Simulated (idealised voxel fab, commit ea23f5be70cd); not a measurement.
Herein follows the process module entitled voxel local oxidation.
Section cut is 250 nm wide and gridded with 5 nm square cells.
Heads up, the way a cross-section reads in here is a grid of square cells, handed over as bands from the top down, with every band being one or more rows of cells.
Each band's line starts with the height of the band's top and of its bottom, in nm. Then come its materials from left to right, each with its width in nm. One material with "all across" fills the band from edge to edge. "blank" is empty space.
Heights are reckoned from 0. Under this level, the received wafer is all of one material. The bottommost band is open-ended downward, for example "from 0 down".
Per-row width for "30..40": begins at first number (top row of band), ends at second number (bottom row), increment between rows held constant.
Reading "nothing different" for a step: not a cell of the cross-section changed in it.
Reported under the label "Enclosed internal voids" are the empty spaces having no open way to the top and comprising 8 cells or more; the notation for each is width x height at distance, in which the distance is measured from the left edge and all three values are in nm.
It should be noted that, on the line of a given step, the content following the step's settings is a remark produced by the simulator itself with respect to that step.
overlay nm: mask right of planned place by this much (step with mask). Neg. = left.
Pairs follow: section before one process step, section after it down to the lowest changed band, step with settings underneath. Pairs may come from different runs of this module on the same starting wafer; continuity with the pair above only as stated in the "Ahead of processing" entry.

AHEAD OF PROCESSING
- from 0 down = Si all across
- Enclosed internal voids: none

POST-STEP SNAPSHOT
- from 5 to 0 = SiO2 all across
- Under 0: no change, same as before.
- Enclosed internal voids: none
Name the step between the before and after sections above: CONFORMAL_DEP [material SiO2] [thk nm 5]

Ahead of processing: it's just the after picture from the pair right above this one.

POST-STEP SNAPSHOT
- from 20 to 5 = SiN all across
- Under 5: no change, same as before.
- Enclosed internal voids: none
Name the step between the before and after sections above: CONFORMAL_DEP [material SiN] [thk nm 15]

Ahead of processing: it's just the after picture from the pair right above this one.

POST-STEP SNAPSHOT
- from 35 to 20 = aC all across
- Under 20: no change, same as before.
- Enclosed internal voids: none
Name the step between the before and after sections above: DIRECTIONAL_DEP [material aC] [thk nm 15]

Ahead of processing: it's just the after picture from the pair right above this one.

POST-STEP SNAPSHOT
- from 70 to 35 = blank: 60; resist: 125; blank: 65
- Under 35: no change, same as before.
- Enclosed internal voids: none
Name the step between the before and after sections above: PATTERN [tone cover] [mask id ACTIVE] [material resist] [width nm 125] [thk nm 35] [overlay nm 0]

Ahead of processing: it's just the after picture from the pair right above this one.

POST-STEP SNAPSHOT
- from 55 to 35 = blank: 60; resist: 125; blank: 65
- from 35 to 20 = blank: 60; aC: 125; blank: 65
- Under 20: no change, same as before.
- Enclosed internal voids: none
Name the step between the before and after sections above: DIRECTIONAL_ETCH [etch materials aC] [depth nm 15]

Ahead of processing: it's just the after picture from the pair right above this one.

POST-STEP SNAPSHOT
- from 35 to 20 = blank: 60; aC: 125; blank: 65
- Under 20: no change, same as before.
- Enclosed internal voids: none
Name the step between the before and after sections above: STRIP [etch materials resist]

Ahead of processing: it's just the after picture from the pair right above this one.

POST-STEP SNAPSHOT
- from 35 to 20 = blank: 60; aC: 125; blank: 65
- from 20 to 5 = blank: 60; SiN: 125; blank: 65
- Under 5: no change, same as before.
- Enclosed internal voids: none
Name the step between the before and after sections above: DIRECTIONAL_ETCH [etch materials SiN] [depth nm 15]

Ahead of processing: it's just the after picture from the pair right above this one.

POST-STEP SNAPSHOT
- from 20 to 5 = blank: 60; SiN: 125; blank: 65
- Under 5: no change, same as before.
- Enclosed internal voids: none
Name the step between the before and after sections above: STRIP [etch materials aC]

Ahead of processing: it's just the after picture from the pair right above this one.

POST-STEP SNAPSHOT
- from 20 to 5 = blank: 60; SiN: 125; blank: 65
- from 5 to 0 = blank: 65; SiO2: 115; blank: 70
- Under 0: no change, same as before.
- Enclosed internal voids: none
Name the step between the before and after sections above: SELECTIVE_ETCH [etch materials SiO2] [depth nm 5]

Ahead of processing: it's just the after picture from the pair right above this one.

POST-STEP SNAPSHOT
- from 20 to 5 = blank: 60; SiN: 125; blank: 65
- from 5 to 0 = blank: 65; SiO2: 115; blank: 70
- from 0 to -15 = SiO2: 80; Si: 85; SiO2: 85
- Under -15: no change, same as before.
- Enclosed internal voids: none
Name the step between the before and after sections above: OXIDIZE [depth nm 15]

Ahead of processing: it's just the after picture from the pair right above this one.

POST-STEP SNAPSHOT
- from 5 to 0 = blank: 65; SiO2: 115; blank: 70
- Under 0: no change, same as before.
- Enclosed internal voids: none
Name the step between the before and after sections above: STRIP [etch materials SiN]

AHEAD OF PROCESSING
- from 0 down = Si all across
- Enclosed internal voids: none

POST-STEP SNAPSHOT
- from 15 to 0 = SiN all across
- Under 0: no change, same as before.
- Enclosed internal voids: none
Name the step between the before and after sections above: CONFORMAL_DEP [material SiN] [thk nm 15]

Ahead of processing: it's just the after picture from the pair right above this one.

POST-STEP SNAPSHOT
- from 30 to 15 = aC all across
- Under 15: no change, same as before.
- Enclosed internal voids: none
Name the step between the before and after sections above: DIRECTIONAL_DEP [material aC] [thk nm 15]

Ahead of processing: it's just the after picture from the pair right above this one.

POST-STEP SNAPSHOT
- from 65 to 30 = blank: 60; resist: 125; blank: 65
- Under 30: no change, same as before.
- Enclosed internal voids: none
Name the step between the before and after sections above: PATTERN [tone cover] [mask id ACTIVE] [material resist] [width nm 125] [thk nm 35] [overlay nm 0]

Ahead of processing: it's just the after picture from the pair right above this one.

POST-STEP SNAPSHOT
- from 50 to 30 = blank: 60; resist: 125; blank: 65
- from 30 to 15 = blank: 60; aC: 125; blank: 65
- Under 15: no change, same as before.
- Enclosed internal voids: none
Name the step between the before and after sections above: DIRECTIONAL_ETCH [etch materials aC] [depth nm 15]

Ahead of processing: it's just the after picture from the pair right above this one.

POST-STEP SNAPSHOT
- from 30 to 15 = blank: 60; aC: 125; blank: 65
- Under 15: no change, same as before.
- Enclosed internal voids: none
Name the step between the before and after sections above: STRIP [etch materials resist]

Ahead of processing: it's just the after picture from the pair right above this one.

POST-STEP SNAPSHOT
- from 30 to 15 = blank: 60; aC: 125; blank: 65
- from 15 to 0 = blank: 60; SiN: 125; blank: 65
- Under 0: no change, same as before.
- Enclosed internal voids: none
Name the step between the before and after sections above: DIRECTIONAL_ETCH [etch materials SiN] [depth nm 15]

Ahead of processing: it's just the after picture from the pair right above this one.

POST-STEP SNAPSHOT
- from 15 to 0 = blank: 60; SiN: 125; blank: 65
- Under 0: no change, same as before.
- Enclosed internal voids: none
Name the step between the before and after sections above: STRIP [etch materials aC]

Ahead of processing: it's just the after picture from the pair right above this one.

POST-STEP SNAPSHOT
- from 15 to 0 = blank: 60; SiN: 125; blank: 65
- from 0 to -15 = SiO2: 75; Si: 95; SiO2: 80
- Under -15: no change, same as before.
- Enclosed internal voids: none
Name the step between the before and after sections above: OXIDIZE [depth nm 15]

Ahead of processing: it's just the after picture from the pair right above this one.

POST-STEP SNAPSHOT
- from 0 to -15 = SiO2: 75; Si: 95; SiO2: 80
- Under -15: no change, same as before.
- Enclosed internal voids: none
Name the step between the before and after sections above: STRIP [etch materials SiN]

AHEAD OF PROCESSING
- from 55 to 35 = blank: 60; resist: 125; blank: 65
- from 35 to 20 = blank: 60; aC: 125; blank: 65
- from 20 to 5 = SiN all across
- from 5 to 0 = SiO2 all across
- from 0 down = Si all across
- Enclosed internal voids: none

POST-STEP SNAPSHOT
- from 55 to 35 = blank: 60; resist: 125; blank: 65
- from 35 to 20 = blank: 60; aC: 125; blank: 65
- from 20 to 5 = blank: 60; SiN: 125; blank: 65
- Under 5: no change, same as before.
- Enclosed internal voids: none
Name the step between the before and after sections above: DIRECTIONAL_ETCH [etch materials SiN] [depth nm 15]

Ahead of processing: it's just the after picture from the pair right above this one.

POST-STEP SNAPSHOT
- from 35 to 20 = blank: 60; aC: 125; blank: 65
- Under 20: no change, same as before.
- Enclosed internal voids: none
Name the step between the before and after sections above: STRIP [etch materials resist]

AHEAD OF PROCESSING
- from 20 to 5 = blank: 60; SiN: 125; blank: 65
- from 5 to 0 = blank: 65; SiO2: 115; blank: 70
- from 0 down = Si all across
- Enclosed internal voids: none

POST-STEP SNAPSHOT
- from 20 to 5 = blank: 60; SiN: 125; blank: 65
- from 5 to 0 = blank: 65; SiO2: 115; blank: 70
- from 0 to -25 = SiO2: 90; Si: 65; SiO2: 95
- Under -25: no change, same as before.
- Enclosed internal voids: none
Name the step between the before and after sections above: OXIDIZE [depth nm 25]

Ahead of processing: it's just the after picture from the pair right above this one.

POST-STEP SNAPSHOT
- from 5 to 0 = blank: 65; SiO2: 115; blank: 70
- Under 0: no change, same as before.
- Enclosed internal voids: none
Name the step between the before and after sections above: STRIP [etch materials SiN]

AHEAD OF PROCESSING
- from 35 to 20 = aC all across
- from 20 to 5 = SiN all across
- from 5 to 0 = SiO2 all across
- from 0 down = Si all across
- Enclosed internal voids: none

POST-STEP SNAPSHOT
- from 70 to 35 = blank: 55; resist: 135; blank: 60
- Under 35: no change, same as before.
- Enclosed internal voids: none
Name the step between the before and after sections above: PATTERN [tone cover] [mask id ACTIVE] [material resist] [width nm 135] [thk nm 35] [overlay nm 0]

Ahead of processing: it's just the after picture from the pair right above this one.

POST-STEP SNAPSHOT
- from 55 to 35 = blank: 55; resist: 135; blank: 60
- from 35 to 20 = blank: 55; aC: 135; blank: 60
- Under 20: no change, same as before.
- Enclosed internal voids: none
Name the step between the before and after sections above: DIRECTIONAL_ETCH [etch materials aC] [depth nm 15]

Ahead of processing: it's just the after picture from the pair right above this one.

POST-STEP SNAPSHOT
- from 35 to 20 = blank: 55; aC: 135; blank: 60
- Under 20: no change, same as before.
- Enclosed internal voids: none
Name the step between the before and after sections above: STRIP [etch materials resist]

Ahead of processing: it's just the after picture from the pair right above this one.

POST-STEP SNAPSHOT
- from 35 to 20 = blank: 55; aC: 135; blank: 60
- from 20 to 5 = blank: 55; SiN: 135; blank: 60
- Under 5: no change, same as before.
- Enclosed internal voids: none
Name the step between the before and after sections above: DIRECTIONAL_ETCH [etch materials SiN] [depth nm 15]

Ahead of processing: it's just the after picture from the pair right above this one.

POST-STEP SNAPSHOT
- from 20 to 5 = blank: 55; SiN: 135; blank: 60
- Under 5: no change, same as before.
- Enclosed internal voids: none
Name the step between the before and after sections above: STRIP [etch materials aC]

Ahead of processing: it's just the after picture from the pair right above this one.

POST-STEP SNAPSHOT
- from 20 to 5 = blank: 55; SiN: 135; blank: 60
- from 5 to 0 = blank: 60; SiO2: 125; blank: 65
- Under 0: no change, same as before.
- Enclosed internal voids: none
Name the step between the before and after sections above: SELECTIVE_ETCH [etch materials SiO2] [depth nm 5]

Ahead of processing: it's just the after picture from the pair right above this one.

POST-STEP SNAPSHOT
- from 20 to 5 = blank: 55; SiN: 135; blank: 60
- from 5 to 0 = blank: 60; SiO2: 125; blank: 65
- from 0 to -15 = SiO2: 75; Si: 95; SiO2: 80
- Under -15: no change, same as before.
- Enclosed internal voids: none
Name the step between the before and after sections above: OXIDIZE [depth nm 15]

Ahead of processing: it's just the after picture from the pair right above this one.

POST-STEP SNAPSHOT
- from 5 to 0 = blank: 60; SiO2: 125; blank: 65
- Under 0: no change, same as before.
- Enclosed internal voids: none
Name the step between the before and after sections above: STRIP [etch materials SiN]

AHEAD OF PROCESSING
- from 35 to 20 = aC all across
- from 20 to 5 = SiN all across
- from 5 to 0 = SiO2 all across
- from 0 down = Si all across
- Enclosed internal voids: none

POST-STEP SNAPSHOT
- from 70 to 35 = blank: 50; resist: 125; blank: 75
- Under 35: no change, same as before.
- Enclosed internal voids: none
Name the step between the before and after sections above: PATTERN [tone cover] [mask id ACTIVE] [material resist] [width nm 125] [thk nm 35] [overlay nm -10]

Ahead of processing: it's just the after picture from the pair right above this one.

POST-STEP SNAPSHOT
- from 55 to 35 = blank: 50; resist: 125; blank: 75
- from 35 to 20 = blank: 50; aC: 125; blank: 75
- Under 20: no change, same as before.
- Enclosed internal voids: none
Name the step between the before and after sections above: DIRECTIONAL_ETCH [etch materials aC] [depth nm 15]

Ahead of processing: it's just the after picture from the pair right above this one.

POST-STEP SNAPSHOT
- from 35 to 20 = blank: 50; aC: 125; blank: 75
- Under 20: no change, same as before.
- Enclosed internal voids: none
Name the step between the before and after sections above: STRIP [etch materials resist]

Ahead of processing: it's just the after picture from the pair right above this one.

POST-STEP SNAPSHOT
- from 35 to 20 = blank: 50; aC: 125; blank: 75
- from 20 to 5 = blank: 50; SiN: 125; blank: 75
- Under 5: no change, same as before.
- Enclosed internal voids: none
Name the step between the before and after sections above: DIRECTIONAL_ETCH [etch materials SiN] [depth nm 15]

Ahead of processing: it's just the after picture from the pair right above this one.

POST-STEP SNAPSHOT
- from 20 to 5 = blank: 50; SiN: 125; blank: 75
- Under 5: no change, same as before.
- Enclosed internal voids: none
Name the step between the before and after sections above: STRIP [etch materials aC]

Ahead of processing: it's just the after picture from the pair right above this one.

POST-STEP SNAPSHOT
- from 20 to 5 = blank: 50; SiN: 125; blank: 75
- from 5 to 0 = blank: 55; SiO2: 115; blank: 80
- Under 0: no change, same as before.
- Enclosed internal voids: none
Name the step between the before and after sections above: SELECTIVE_ETCH [etch materials SiO2] [depth nm 5]

Ahead of processing: it's just the after picture from the pair right above this one.

POST-STEP SNAPSHOT
- from 20 to 5 = blank: 50; SiN: 125; blank: 75
- from 5 to 0 = blank: 55; SiO2: 115; blank: 80
- from 0 to -15 = SiO2: 70; Si: 85; SiO2: 95
- Under -15: no change, same as before.
- Enclosed internal voids: none
Name the step between the before and after sections above: OXIDIZE [depth nm 15]

Ahead of processing: it's just the after picture from the pair right above this one.

POST-STEP SNAPSHOT
- from 5 to 0 = blank: 55; SiO2: 115; blank: 80
- Under 0: no change, same as before.
- Enclosed internal voids: none
Name the step between the before and after sections above: STRIP [etch materials SiN]

AHEAD OF PROCESSING
- from 20 to 5 = blank: 60; SiN: 125; blank: 65
- from 5 to 0 = blank: 65; SiO2: 115; blank: 70
- from 0 to -15 = SiO2: 80; Si: 85; SiO2: 85
- from -15 down = Si all across
- Enclosed internal voids: none

POST-STEP SNAPSHOT
- from 0 to -15 = blank: 80; Si: 85; blank: 85
- Under -15: no change, same as before.
- Enclosed internal voids: none
Name the step between the before and after sections above: STRIP [etch materials SiO2]

AHEAD OF PROCESSING
- from 35 to 20 = aC all across
- from 20 to 5 = SiN all across
- from 5 to 0 = SiO2 all across
- from 0 down = Si all across
- Enclosed internal voids: none

POST-STEP SNAPSHOT
- from 70 to 35 = resist: 60; blank: 125; resist: 65
- Under 35: no change, same as before.
- Enclosed internal voids: none
Name the step between the before and after sections above: PATTERN [tone open] [mask id ACTIVE] [material resist] [width nm 125] [thk nm 35] [overlay nm 0]

Ahead of processing: it's just the after picture from the pair right above this one.

POST-STEP SNAPSHOT
- from 55 to 35 = resist: 60; blank: 125; resist: 65
- from 35 to 20 = aC: 60; blank: 125; aC: 65
- Under 20: no change, same as before.
- Enclosed internal voids: none
Name the step between the before and after sections above: DIRECTIONAL_ETCH [etch materials aC] [depth nm 15]

Ahead of processing: it's just the after picture from the pair right above this one.

POST-STEP SNAPSHOT
- from 35 to 20 = aC: 60; blank: 125; aC: 65
- Under 20: no change, same as before.
- Enclosed internal voids: none
Name the step between the before and after sections above: STRIP [etch materials resist]

Ahead of processing: it's just the after picture from the pair right above this one.

POST-STEP SNAPSHOT
- from 35 to 20 = aC: 60; blank: 125; aC: 65
- from 20 to 5 = SiN: 60; blank: 125; SiN: 65
- Under 5: no change, same as before.
- Enclosed internal voids: none
Name the step between the before and after sections above: DIRECTIONAL_ETCH [etch materials SiN] [depth nm 15]

Ahead of processing: it's just the after picture from the pair right above this one.

POST-STEP SNAPSHOT
- from 20 to 5 = SiN: 60; blank: 125; SiN: 65
- Under 5: no change, same as before.
- Enclosed internal voids: none
Name the step between the before and after sections above: STRIP [etch materials aC]

Ahead of processing: it's just the after picture from the pair right above this one.

POST-STEP SNAPSHOT
- from 20 to 5 = SiN: 60; blank: 125; SiN: 65
- from 5 to 0 = SiO2: 55; blank: 135; SiO2: 60
- Under 0: no change, same as before.
- Enclosed internal voids: none
Name the step between the before and after sections above: SELECTIVE_ETCH [etch materials SiO2] [depth nm 5]

Ahead of processing: it's just the after picture from the pair right above this one.

POST-STEP SNAPSHOT
- from 20 to 5 = SiN: 60; blank: 125; SiN: 65
- from 5 to 0 = SiO2: 55; blank: 135; SiO2: 60
- from 0 to -15 = Si: 40; SiO2: 165; Si: 45
- Under -15: no change, same as before.
- Enclosed internal voids: none
Name the step between the before and after sections above: OXIDIZE [depth nm 15]

Ahead of processing: it's just the after picture from the pair right above this one.

POST-STEP SNAPSHOT
- from 5 to 0 = SiO2: 55; blank: 135; SiO2: 60
- Under 0: no change, same as before.
- Enclosed internal voids: none
Name the step between the before and after sections above: STRIP [etch materials SiN]
